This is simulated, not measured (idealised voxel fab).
Title: Process Module voxel gate over fins
Cross-section cut spans 260 nm and uses square cells 5 nm in size.
Each cross-section below is a grid of square cells, stated as bands in top-down order, with one or more rows of cells making up each band.
The entry gives the band's vertical extent as a top height and a bottom height in nm, then its horizontal make-up as materials from left to right, each with a width in nm. "air" stands for empty space; a single material marked "edge to edge" fills the band edge to edge.
Zero point of the height axis is 0; under it, received wafer = one material. Lowest band: continues down indefinitely, "0..down".
You'd read "30 to 40" like this: the band's top row of cells is as wide as the first number, its bottom row is as wide as the second, and going down, every row changes width by the same amount as the row before did.
Key: "everything unchanged" - step with no changed cell in the cross-section.
For the entry "Unvented voids", the listed items are empty spaces with no open way to the top whose size is 8 cells or more; each item follows the pattern width x height at distance, where distance is from the left edge and all three are in nm.
Formally, on a step line, whatever follows the settings is a remark that the simulator itself makes on the step.
The line of a step may include "overlay nm". On a step with a mask, this value is how far to the right of its planned place the mask lay. A negative value means the mask lay to the left.

THIS SECTION LISTS THE PROCESS STEPS THAT WERE PLANNED
- 1: RECEIVE [material Si]
- 2: CONFORMAL_DEP [material SiN] [thk nm 5]
- 3: PATTERN [tone cover] [mask id FINS] [material resist] [width nm 15] [pitch nm 60] [thk nm 20] [overlay nm 0]
- 4: DIRECTIONAL_ETCH [etch materials SiN] [depth nm 5]
- 5: DIRECTIONAL_ETCH [etch materials Si] [depth nm 40]
- 6: STRIP [etch materials resist]
- 7: OXIDIZE [depth nm 5]
- 8: FILL_DEP [material SiO2] [thk nm 10]
- 9: CMP [height nm 5]
- 10: PATTERN [tone open] [mask id RAIL] [material resist] [width nm 15] [thk nm 15] [overlay nm 0]
- 11: DIRECTIONAL_ETCH [etch materials SiO2] [depth nm 40]
- 12: STRIP [etch materials resist]
- 13: CONFORMAL_DEP [material TiN] [thk nm 5]
- 14: FILL_DEP [material Ru] [thk nm 5]
- 15: CMP [height nm 5]
- 16: SELECTIVE_ETCH [etch materials W Ru TiN] [depth nm 30]
- 17: FILL_DEP [material SiO2] [thk nm 5]
- 18: CMP [height nm 5]
- 19: SELECTIVE_ETCH [etch materials SiO2] [depth nm 20]
- 20: STRIP [etch materials SiN]
- 21: CONFORMAL_DEP [material HfO2] [thk nm 5]
- 22: CONFORMAL_DEP [material TiN] [thk nm 5]
- 23: CONFORMAL_DEP [material TiAl] [thk nm 5]
- 24: CONFORMAL_DEP [material TiN] [thk nm 5]
- 25: FILL_DEP [material W] [thk nm 15]
- 26: CMP [height nm 30]
- 27: CONFORMAL_DEP [material SiCN] [thk nm 10]
Every wafer here starts from the same state; it is the step 10 width nm that distinguishes them, and the value the plan gives belongs to the first wafer.

RECEIVED WAFERS, FIRST OF SEVERAL: CROSS-SECTION AFTER STEP 1
	0..down | Si edge to edge
	Unvented voids: none

PER-WAFER ROWS BELOW. FOR EACH MATERIAL: CELLS GAINED (+) OR LOST (-) SINCE THE WAFER WAS RECEIVED, AS OF END OF MODULE. THEN: CLOSED VOIDS
width nm 15 | +70 HfO2 | +1 Ru | -441 Si | +104 SiCN | +288 SiO2 | +70 TiAl | +145 TiN | +179 W | Unvented voids: none
width nm 20 | +70 HfO2 | +2 Ru | -441 Si | +104 SiCN | +286 SiO2 | +70 TiAl | +146 TiN | +179 W | Unvented voids: none
width nm 25 | +70 HfO2 | +3 Ru | -441 Si | +104 SiCN | +284 SiO2 | +70 TiAl | +147 TiN | +179 W | Unvented voids: none
width nm 30 | +70 HfO2 | +4 Ru | -441 Si | +104 SiCN | +282 SiO2 | +70 TiAl | +148 TiN | +179 W | Unvented voids: none
